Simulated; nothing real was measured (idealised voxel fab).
The name of this process module is voxel capacitor over wiring.
The width of the displayed cross-section, cut, is 165 nm; its cells are square, with a size of 5 nm.
Think of the cross-section as a grid of square cells. We describe it in bands, top to bottom, and each band covers one or more rows of those cells. Heads up on the band format: heights come first, top then bottom, in nm. After that it's the materials left to right, each with its width in nm. A single material flagged "throughout" fills the whole band edge to edge, and "blank" means there's empty space there. The reference from which all heights are counted is 0, the level beneath which the as-received wafer is entirely one material; the lowest band, having no lower bound, proceeds downward and is written after the example "0 -> down". Quick explanation for "30 to 40": the width changes in equal steps down the rows of cells, from the first number in the band's top row to the second number in its bottom row. "stayed the same" (step): cross-section cells unchanged, all of them. Look at "Tabulated closed voids" for the closed voids: empty spaces with no open path to the top, sized 8 cells or up. Each is width x height at distance, distance from the left edge, all nm. Past the settings on a step's line: simulator remark, on that step. What "overlay nm" on a step's line means: if the step has a mask, that mask lay this far to the right of its planned place, or, when the value is negative, to the left.

-- Listed below are the process steps as planned
step 1: RECEIVE (material Si)
step 2: CONFORMAL_DEP (material SiO2; thk nm 10)
step 3: DIRECTIONAL_DEP (material TiN; thk nm 5)
step 4: DIRECTIONAL_DEP (material W; thk nm 15)
step 5: MASKED_ETCH (tone cover; mask id METAL_1; width nm 25; pitch nm 75; etch materials W; depth nm 15; overlay nm 0)
step 6: MASKED_ETCH (tone cover; mask id METAL_1; width nm 25; pitch nm 75; etch materials TiN; depth nm 5; overlay nm 0)
step 7: FILL_DEP (material lowk; thk nm 5)
step 8: CMP (height nm 30)
step 9: CONFORMAL_DEP (material SiCN; thk nm 5)
step 10: DIRECTIONAL_DEP (material lowk; thk nm 20)
step 11: PATTERN (tone open; mask id PLUG_1; material resist; width nm 15; thk nm 15; overlay nm 0)
step 12: DIRECTIONAL_ETCH (etch materials lowk; depth nm 20)
step 13: DIRECTIONAL_ETCH (etch materials SiCN; depth nm 5)
step 14: STRIP (etch materials resist)
step 15: EPI (material Ru; thk nm 10)
step 16: EPI (material Ru; thk nm 10)
step 17: EPI (material Ru; thk nm 5)
step 18: DIRECTIONAL_DEP (material TiN; thk nm 5)
step 19: DIRECTIONAL_DEP (material HfO2; thk nm 5)
step 20: DIRECTIONAL_DEP (material TiN; thk nm 5)
step 21: PATTERN (tone cover; mask id UPPER_PLATE; material resist; width nm 55; thk nm 15; overlay nm 0)
step 22: DIRECTIONAL_ETCH (etch materials TiN; depth nm 5)
step 23: DIRECTIONAL_ETCH (etch materials HfO2; depth nm 5)
step 24: STRIP (etch materials resist)
step 25: PATTERN (tone cover; mask id LOWER_PLATE; material resist; width nm 65; thk nm 15; overlay nm 0)
step 26: DIRECTIONAL_ETCH (etch materials TiN; depth nm 5)
step 27: STRIP (etch materials resist)
step 28: FILL_DEP (material SiO2; thk nm 15)
step 29: CMP (height nm 80)
step 30: PATTERN (tone open; mask id PLUG_2; material resist; width nm 15; thk nm 15; overlay nm 0)
step 31: DIRECTIONAL_ETCH (etch materials SiO2; depth nm 10)
step 32: STRIP (etch materials resist)
step 33: CONFORMAL_DEP (material TiN; thk nm 5)
step 34: FILL_DEP (material Ru; thk nm 5)
step 35: CMP (height nm 80)
step 36: CONFORMAL_DEP (material SiCN; thk nm 5)

-- Cross-section, incoming material, after step 1
    0 -> down | Si throughout
    Tabulated closed voids: none

-- Post-module cross-section of the first of two wafers (run per plan)
    85 -> 80 | SiCN throughout
    80 -> 75 | SiO2: 50 / TiN: 5 / Ru: 5 / TiN: 5 / SiO2: 100
    75 -> 65 | SiO2: 50 to 40 / TiN: 15 to 55 / SiO2: 100 to 70
    65 -> 60 | SiO2: 40 / HfO2: 55 / SiO2: 70
    60 -> 55 | SiO2: 35 / TiN: 65 / SiO2: 65
    55 -> 35 | lowk: 40 / Ru: 15 / lowk: 110
    35 -> 30 | SiCN: 40 / Ru: 15 / SiCN: 110
    30 -> 15 | lowk: 30 / W: 25 / lowk: 50 / W: 25 / lowk: 35
    15 -> 10 | lowk: 30 / TiN: 25 / lowk: 50 / TiN: 25 / lowk: 35
    10 -> 0 | SiO2 throughout
    0 -> down | Si throughout
    Tabulated closed voids: none

-- Wafer two (of two), end-of-module cross-section: start = wafer one, plan = wafer one, one run mistake
    85 -> 80 | SiCN throughout
    80 -> 75 | SiO2: 50 / TiN: 5 / Ru: 5 / TiN: 5 / SiO2: 100
    75 -> 70 | SiO2: 50 / TiN: 15 / SiO2: 100
    70 -> 65 | SiO2: 40 / TiN: 15 / SiO2: 25 / TiN: 15 / SiO2: 70
    65 -> 60 | SiO2: 40 / HfO2: 15 / SiO2: 25 / HfO2: 15 / SiO2: 70
    60 -> 55 | SiO2: 35 / TiN: 20 / SiO2: 25 / TiN: 20 / SiO2: 65
    55 -> 45 | SiO2: 5 / Ru: 35 / lowk: 15 / SiO2: 25 / Ru: 75 / SiO2: 10
    45 -> 40 | SiO2: 5 / Ru: 35 / lowk: 15 / TiN: 25 / Ru: 75 / SiO2: 10
    40 -> 35 | SiO2: 5 / Ru: 35 / lowk: 15 / HfO2: 25 / Ru: 75 / SiO2: 10
    35 -> 30 | SiO2: 5 / Ru: 35 / SiCN: 15 / TiN: 25 / Ru: 75 / SiO2: 10
    30 -> 15 | lowk: 30 / W: 25 / lowk: 50 / W: 25 / lowk: 35
    15 -> 10 | lowk: 30 / TiN: 25 / lowk: 50 / TiN: 25 / lowk: 35
    10 -> 0 | SiO2 throughout
    0 -> down | Si throughout
    Tabulated closed voids: none
So what did we get wrong on this run? step 11 was run on a setting that differed from the plan, and what really ran there is PATTERN (tone cover; mask id PLUG_1; material resist; width nm 15; thk nm 15; overlay nm 0)
In the final state, the cell counts of the second wafer exceed or fall short of those of the first for the following materials: Ru: 95 more; SiCN: 27 fewer; SiO2: 40 more; lowk: 108 fewer
